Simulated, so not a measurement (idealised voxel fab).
Proc. module: voxel spacer lines
In the cross-section labelled cut, the width is 250 nm and each square cell is 5 nm.
Square cells in a grid make up a cross-section in this document, and the grid is given as bands, listed from the top down, each one or more rows of cells. The entry gives the band's vertical extent as a top height and a bottom height in nm, then its horizontal make-up as materials from left to right, each with a width in nm. "empty" stands for empty space; a single material marked "all across" fills the band edge to edge. The reference from which all heights are counted is 0, the level beneath which the as-received wafer is entirely one material; the lowest band, having no lower bound, proceeds downward and is written after the example "0 -> down". Quick explanation for "30..40": the width changes in equal steps down the rows of cells, from the first number in the band's top row to the second number in its bottom row. "nothing altered" -> step changed no cross-section cell. "Sealed void inventory" means: voids of 8 cells or more that are shut off from the top with no open way through. Written width x height at distance, distance from the left edge, in nm. Note: text after step settings on the step line = simulator remark on that step. overlay nm: where the mask lay relative to plan, measured to the right, on steps with a mask; negatives go left.
## This section lists the process steps that were planned
1 op RECEIVE | material Si
2 op CONFORMAL_DEP | material Al2O3 | thk nm 5
3 op DIRECTIONAL_DEP | material SiN | thk nm 10
4 op DIRECTIONAL_DEP | material aC | thk nm 20
5 op PATTERN | tone cover | mask id MANDREL | material resist | width nm 15 | pitch nm 50 | thk nm 30 | overlay nm 0
6 op DIRECTIONAL_ETCH | etch materials aC | depth nm 20
7 op STRIP | etch materials resist
8 op CONFORMAL_DEP | material SiO2 | thk nm 10
9 op DIRECTIONAL_ETCH | etch materials SiO2 | depth nm 10
10 op STRIP | etch materials aC
11 op DIRECTIONAL_ETCH | etch materials SiN | depth nm 10
12 op STRIP | etch materials SiO2
13 op FILL_DEP | material SiO2 | thk nm 10
14 op CMP | height nm 15
## Wafer as received: cross-section following step 1
  0 -> down | Si all across
  Sealed void inventory: none
## The module was run from the start shown above using the plan shown above, but one mistake was made doing it; the resulting wafer cross-section is below
  15 -> 10 | SiO2 all across
  10 -> 0 | SiO2 55, SiN 10, SiO2 15, SiN 10, SiO2 15, SiN 10, SiO2 15, SiN 10, SiO2 15, SiN 10, SiO2 15, SiN 10, SiO2 60
  0 -> down | Si all across
  Sealed void inventory: none
What was the processing mistake? step 2 was left out
